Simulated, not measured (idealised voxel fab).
A process module follows: voxel capacitor over wiring.
Square cell edge 5 nm, section width 150 nm, ID cut.
Cross-section layout: square cells on a grid; listed as bands, top to bottom; a band spans one or more cell rows. The band entry comprises the height of the band's top followed by the height of its bottom, expressed in nm, and subsequently the band's materials from left to right, each stated together with its width in nm. Where a single material is marked with the word "all across", that material fills the band from edge to edge. The word "empty" represents empty space. Convention: height 0 is the level below which the wafer, as received, is all one material. The lowest band does not terminate at the bottom but continues downward, represented as "top 0, no bottom". Per-row width for "30 to 40": begins at first number (top row of band), ends at second number (bottom row), increment between rows held constant. "left unchanged" (step): cross-section cells unchanged, all of them. Entry "Closed empty spaces". Content: empty spaces with no open connection to the top, size 8 cells or greater. Each: width x height at distance. Distance: from left edge. Unit: nm. Formally, on a step line, whatever follows the settings is a remark that the simulator itself makes on the step. overlay nm: mask right of planned place by this much (step with mask). Neg. = left. Below you will find pairs of cross-sections. In each, one shows the wafer before one process step and the other after it, with the after view ending at the lowest band that changed. Under each pair is the step separating them, along with its settings. Do not assume the pairs form a chain: they can come from different runs of this module on the same starting wafer, and a pair continues from the pair above it only when its "Preceding state" entry says so.

### Preceding state
	top 120, bottom 105 = aC all across
	top 105, bottom 90 = SiO2 all across
	top 90, bottom 80 = 25 SiO2 | 75 TiN | 50 SiO2
	top 80, bottom 75 = 25 SiO2 | 75 Al2O3 | 50 SiO2
	top 75, bottom 70 = 20 SiO2 | 85 TiN | 45 SiO2
	top 70, bottom 50 = 25 lowk | 5 TiN | 5 Ru | 5 TiN | 110 lowk
	top 50, bottom 45 = 25 SiCN | 15 TiN | 110 SiCN
	top 45, bottom 20 = SiCN all across
	top 20, bottom 15 = SiN all across
	top 15, bottom 0 = SiO2 all across
	top 0, no bottom = Si all across
	Closed empty spaces: none

### Resulting Cross-Section
	top 150, bottom 120 = 35 resist | 15 empty | 100 resist
	Under 120: no change, same as before.
	Closed empty spaces: none
What step was run between the cross-section before it and the cross-section after it, both above? PATTERN,tone open,mask id PLUG_2,material resist,width nm 15,thk nm 30,overlay nm 0

Preceding state: see the after view in the pair directly above.

### Resulting Cross-Section
	top 135, bottom 120 = 35 resist | 15 empty | 100 resist
	top 120, bottom 105 = 35 aC | 15 empty | 100 aC
	Under 105: no change, same as before.
	Closed empty spaces: none
What step was run between the cross-section before it and the cross-section after it, both above? DIRECTIONAL_ETCH,etch materials aC,depth nm 15

Preceding state: see the after view in the pair directly above.

### Resulting Cross-Section
	top 120, bottom 105 = 35 aC | 15 empty | 100 aC
	Under 105: no change, same as before.
	Closed empty spaces: none
What step was run between the cross-section before it and the cross-section after it, both above? STRIP,etch materials resist

Preceding state: see the after view in the pair directly above.

### Resulting Cross-Section
	top 120, bottom 105 = 35 aC | 15 empty | 100 aC
	top 105, bottom 90 = 35 SiO2 | 15 empty | 100 SiO2
	Under 90: no change, same as before.
	Closed empty spaces: none
What step was run between the cross-section before it and the cross-section after it, both above? DIRECTIONAL_ETCH,etch materials SiO2,depth nm 15

Preceding state: see the after view in the pair directly above.

### Resulting Cross-Section
	top 105, bottom 90 = 35 SiO2 | 15 empty | 100 SiO2
	Under 90: no change, same as before.
	Closed empty spaces: none
What step was run between the cross-section before it and the cross-section after it, both above? STRIP,etch materials aC

Preceding state: see the after view in the pair directly above.

### Resulting Cross-Section
	top 110, bottom 105 = 40 TiN | 5 empty | 105 TiN
	top 105, bottom 95 = 35 SiO2 | 5 TiN | 5 empty | 5 TiN | 100 SiO2
	top 95, bottom 90 = 35 SiO2 | 15 TiN | 100 SiO2
	Under 90: no change, same as before.
	Closed empty spaces: none
What step was run between the cross-section before it and the cross-section after it, both above? CONFORMAL_DEP,material TiN,thk nm 5

Preceding state: see the after view in the pair directly above.

### Resulting Cross-Section
	top 120, bottom 110 = Cu all across
	top 110, bottom 105 = 40 TiN | 5 Cu | 105 TiN
	top 105, bottom 95 = 35 SiO2 | 5 TiN | 5 Cu | 5 TiN | 100 SiO2
	Under 95: no change, same as before.
	Closed empty spaces: none
What step was run between the cross-section before it and the cross-section after it, both above? FILL_DEP,material Cu,thk nm 10

Preceding state: see the after view in the pair directly above.

### Resulting Cross-Section
	top 105, bottom 95 = 35 SiO2 | 5 TiN | 5 Cu | 5 TiN | 100 SiO2
	Under 95: no change, same as before.
	Closed empty spaces: none
What step was run between the cross-section before it and the cross-section after it, both above? CMP,height nm 105

Preceding state: see the after view in the pair directly above.

### Resulting Cross-Section
	top 110, bottom 105 = SiN all across
	Under 105: no change, same as before.
	Closed empty spaces: none
What step was run between the cross-section before it and the cross-section after it, both above? CONFORMAL_DEP,material SiN,thk nm 5

### Preceding state
	top 85, bottom 70 = aC all across
	top 70, bottom 50 = lowk all across
	top 50, bottom 45 = SiCN all across
	top 45, bottom 20 = 15 lowk | 5 TiN | 15 Cu | 5 TiN | 70 lowk | 5 TiN | 15 Cu | 5 TiN | 15 lowk
	top 20, bottom 15 = 15 SiN | 25 TiN | 70 SiN | 25 TiN | 15 SiN
	top 15, bottom 0 = SiO2 all across
	top 0, no bottom = Si all across
	Closed empty spaces: none

### Resulting Cross-Section
	top 120, bottom 85 = 25 empty | 15 resist | 110 empty
	Under 85: no change, same as before.
	Closed empty spaces: none
What step was run between the cross-section before it and the cross-section after it, both above? PATTERN,tone cover,mask id PLUG_1,material resist,width nm 15,thk nm 35,overlay nm 0

Preceding state: see the after view in the pair directly above.

### Resulting Cross-Section
	top 105, bottom 85 = 25 empty | 15 resist | 110 empty
	top 85, bottom 70 = 25 empty | 15 aC | 110 empty
	Under 70: no change, same as before.
	Closed empty spaces: none
What step was run between the cross-section before it and the cross-section after it, both above? DIRECTIONAL_ETCH,etch materials aC,depth nm 15

Preceding state: see the after view in the pair directly above.

### Resulting Cross-Section
	top 85, bottom 70 = 25 empty | 15 aC | 110 empty
	Under 70: no change, same as before.
	Closed empty spaces: none
What step was run between the cross-section before it and the cross-section after it, both above? STRIP,etch materials resist

Preceding state: see the after view in the pair directly above.

### Resulting Cross-Section
	top 85, bottom 70 = 25 empty | 15 aC | 110 empty
	top 70, bottom 50 = 25 empty | 15 lowk | 110 empty
	Under 50: no change, same as before.
	Closed empty spaces: none
What step was run between the cross-section before it and the cross-section after it, both above? DIRECTIONAL_ETCH,etch materials lowk,depth nm 20

Preceding state: see the after view in the pair directly above.

### Resulting Cross-Section
	top 85, bottom 70 = 25 empty | 15 aC | 110 empty
	top 70, bottom 50 = 25 empty | 15 lowk | 110 empty
	top 50, bottom 45 = 25 empty | 15 SiCN | 110 empty
	Under 45: no change, same as before.
	Closed empty spaces: none
What step was run between the cross-section before it and the cross-section after it, both above? DIRECTIONAL_ETCH,etch materials SiCN,depth nm 5

Preceding state: see the after view in the pair directly above.

### Resulting Cross-Section
	top 70, bottom 50 = 25 empty | 15 lowk | 110 empty
	Under 50: no change, same as before.
	Closed empty spaces: none
What step was run between the cross-section before it and the cross-section after it, both above? STRIP,etch materials aC

Preceding state: see the after view in the pair directly above.

### Resulting Cross-Section
	top 75, bottom 70 = 20 empty | 25 TiN | 105 empty
	top 70, bottom 50 = 20 empty | 5 TiN | 15 lowk | 5 TiN | 105 empty
	top 50, bottom 45 = 25 TiN | 15 SiCN | 110 TiN
	Under 45: no change, same as before.
	Closed empty spaces: none
What step was run between the cross-section before it and the cross-section after it, both above? CONFORMAL_DEP,material TiN,thk nm 5

Preceding state: see the after view in the pair directly above.

### Resulting Cross-Section
	top 85, bottom 75 = Ru all across
	top 75, bottom 70 = 20 Ru | 25 TiN | 105 Ru
	top 70, bottom 50 = 20 Ru | 5 TiN | 15 lowk | 5 TiN | 105 Ru
	Under 50: no change, same as before.
	Closed empty spaces: none
What step was run between the cross-section before it and the cross-section after it, both above? FILL_DEP,material Ru,thk nm 10

Preceding state: see the after view in the pair directly above.

### Resulting Cross-Section
	top 70, bottom 50 = 20 Ru | 5 TiN | 15 lowk | 5 TiN | 105 Ru
	Under 50: no change, same as before.
	Closed empty spaces: none
What step was run between the cross-section before it and the cross-section after it, both above? CMP,height nm 70

Preceding state: see the after view in the pair directly above.

### Resulting Cross-Section
	top 75, bottom 70 = TiN all across
	Under 70: no change, same as before.
	Closed empty spaces: none
What step was run between the cross-section before it and the cross-section after it, both above? DIRECTIONAL_DEP,material TiN,thk nm 5

Preceding state: see the after view in the pair directly above.

### Resulting Cross-Section
	top 80, bottom 75 = Al2O3 all across
	Under 75: no change, same as before.
	Closed empty spaces: none
What step was run between the cross-section before it and the cross-section after it, both above? DIRECTIONAL_DEP,material Al2O3,thk nm 5

Preceding state: see the after view in the pair directly above.

### Resulting Cross-Section
	top 90, bottom 80 = TiN all across
	Under 80: no change, same as before.
	Closed empty spaces: none
What step was run between the cross-section before it and the cross-section after it, both above? DIRECTIONAL_DEP,material TiN,thk nm 10

Preceding state: see the after view in the pair directly above.

### Resulting Cross-Section
	top 100, bottom 90 = aC all across
	Under 90: no change, same as before.
	Closed empty spaces: none
What step was run between the cross-section before it and the cross-section after it, both above? DIRECTIONAL_DEP,material aC,thk nm 10

Preceding state: see the after view in the pair directly above.

### Resulting Cross-Section
	top 130, bottom 100 = 25 empty | 75 resist | 50 empty
	Under 100: no change, same as before.
	Closed empty spaces: none
What step was run between the cross-section before it and the cross-section after it, both above? PATTERN,tone cover,mask id UPPER_PLATE,material resist,width nm 75,thk nm 30,overlay nm 0

Preceding state: see the after view in the pair directly above.

### Resulting Cross-Section
	top 120, bottom 100 = 25 empty | 75 resist | 50 empty
	top 100, bottom 90 = 25 empty | 75 aC | 50 empty
	Under 90: no change, same as before.
	Closed empty spaces: none
What step was run between the cross-section before it and the cross-section after it, both above? DIRECTIONAL_ETCH,etch materials aC,depth nm 10

Preceding state: see the after view in the pair directly above.

### Resulting Cross-Section
	top 100, bottom 90 = 25 empty | 75 aC | 50 empty
	Under 90: no change, same as before.
	Closed empty spaces: none
What step was run between the cross-section before it and the cross-section after it, both above? STRIP,etch materials resist

Preceding state: see the after view in the pair directly above.

### Resulting Cross-Section
	top 100, bottom 90 = 25 empty | 75 aC | 50 empty
	top 90, bottom 80 = 25 empty | 75 TiN | 50 empty
	Under 80: no change, same as before.
	Closed empty spaces: none
What step was run between the cross-section before it and the cross-section after it, both above? DIRECTIONAL_ETCH,etch materials TiN,depth nm 10

Preceding state: see the after view in the pair directly above.

### Resulting Cross-Section
	top 100, bottom 90 = 25 empty | 75 aC | 50 empty
	top 90, bottom 80 = 25 empty | 75 TiN | 50 empty
	top 80, bottom 75 = 25 empty | 75 Al2O3 | 50 empty
	Under 75: no change, same as before.
	Closed empty spaces: none
What step was run between the cross-section before it and the cross-section after it, both above? DIRECTIONAL_ETCH,etch materials Al2O3,depth nm 5

Preceding state: see the after view in the pair directly above.

### Resulting Cross-Section
	top 90, bottom 80 = 25 empty | 75 TiN | 50 empty
	Under 80: no change, same as before.
	Closed empty spaces: none
What step was run between the cross-section before it and the cross-section after it, both above? STRIP,etch materials aC

Preceding state: see the after view in the pair directly above.

### Resulting Cross-Section
	top 90, bottom 80 = 25 empty | 75 TiN | 50 empty
	top 80, bottom 75 = 25 empty | 75 Al2O3 | 50 empty
	top 75, bottom 70 = 20 empty | 85 TiN | 45 empty
	Under 70: no change, same as before.
	Closed empty spaces: none
What step was run between the cross-section before it and the cross-section after it, both above? MASKED_ETCH,tone cover,mask id LOWER_PLATE,width nm 85,etch materials TiN,depth nm 5,overlay nm 0

Preceding state: see the after view in the pair directly above.

### Resulting Cross-Section
	top 110, bottom 90 = SiO2 all across
	top 90, bottom 80 = 25 SiO2 | 75 TiN | 50 SiO2
	top 80, bottom 75 = 25 SiO2 | 75 Al2O3 | 50 SiO2
	top 75, bottom 70 = 20 SiO2 | 85 TiN | 45 SiO2
	Under 70: no change, same as before.
	Closed empty spaces: none
What step was run between the cross-section before it and the cross-section after it, both above? FILL_DEP,material SiO2,thk nm 20

Preceding state: see the after view in the pair directly above.

### Resulting Cross-Section
	top 105, bottom 90 = SiO2 all across
	Under 90: no change, same as before.
	Closed empty spaces: none
What step was run between the cross-section before it and the cross-section after it, both above? CMP,height nm 105

Preceding state: see the after view in the pair directly above.

### Resulting Cross-Section
	top 120, bottom 105 = aC all across
	Under 105: no change, same as before.
	Closed empty spaces: none
What step was run between the cross-section before it and the cross-section after it, both above? DIRECTIONAL_DEP,material aC,thk nm 15

Preceding state: see the after view in the pair directly above.

### Resulting Cross-Section
	top 150, bottom 120 = 35 resist | 15 empty | 100 resist
	Under 120: no change, same as before.
	Closed empty spaces: none
What step was run between the cross-section before it and the cross-section after it, both above? PATTERN,tone open,mask id PLUG_2,material resist,width nm 15,thk nm 30,overlay nm 0

Preceding state: see the after view in the pair directly above.

### Resulting Cross-Section
	top 135, bottom 120 = 35 resist | 15 empty | 100 resist
	top 120, bottom 105 = 35 aC | 15 empty | 100 aC
	Under 105: no change, same as before.
	Closed empty spaces: none
What step was run between the cross-section before it and the cross-section after it, both above? DIRECTIONAL_ETCH,etch materials aC,depth nm 15

Preceding state: see the after view in the pair directly above.

### Resulting Cross-Section
	top 120, bottom 105 = 35 aC | 15 empty | 100 aC
	Under 105: no change, same as before.
	Closed empty spaces: none
What step was run between the cross-section before it and the cross-section after it, both above? STRIP,etch materials resist

Preceding state: see the after view in the pair directly above.

### Resulting Cross-Section
	top 120, bottom 105 = 35 aC | 15 empty | 100 aC
	top 105, bottom 90 = 35 SiO2 | 15 empty | 100 SiO2
	Under 90: no change, same as before.
	Closed empty spaces: none
What step was run between the cross-section before it and the cross-section after it, both above? DIRECTIONAL_ETCH,etch materials SiO2,depth nm 15

Preceding state: see the after view in the pair directly above.

### Resulting Cross-Section
	top 105, bottom 90 = 35 SiO2 | 15 empty | 100 SiO2
	Under 90: no change, same as before.
	Closed empty spaces: none
What step was run between the cross-section before it and the cross-section after it, both above? STRIP,etch materials aC

Preceding state: see the after view in the pair directly above.

### Resulting Cross-Section
	top 110, bottom 105 = 40 TiN | 5 empty | 105 TiN
	top 105, bottom 95 = 35 SiO2 | 5 TiN | 5 empty | 5 TiN | 100 SiO2
	top 95, bottom 90 = 35 SiO2 | 15 TiN | 100 SiO2
	Under 90: no change, same as before.
	Closed empty spaces: none
What step was run between the cross-section before it and the cross-section after it, both above? CONFORMAL_DEP,material TiN,thk nm 5

Preceding state: see the after view in the pair directly above.

### Resulting Cross-Section
	top 120, bottom 110 = Cu all across
	top 110, bottom 105 = 40 TiN | 5 Cu | 105 TiN
	top 105, bottom 95 = 35 SiO2 | 5 TiN | 5 Cu | 5 TiN | 100 SiO2
	Under 95: no change, same as before.
	Closed empty spaces: none
What step was run between the cross-section before it and the cross-section after it, both above? FILL_DEP,material Cu,thk nm 10

Preceding state: see the after view in the pair directly above.

### Resulting Cross-Section
	top 105, bottom 95 = 35 SiO2 | 5 TiN | 5 Cu | 5 TiN | 100 SiO2
	Under 95: no change, same as before.
	Closed empty spaces: none
What step was run between the cross-section before it and the cross-section after it, both above? CMP,height nm 105

Preceding state: see the after view in the pair directly above.

### Resulting Cross-Section
	top 110, bottom 105 = SiN all across
	Under 105: no change, same as before.
	Closed empty spaces: none
What step was run between the cross-section before it and the cross-section after it, both above? CONFORMAL_DEP,material SiN,thk nm 5
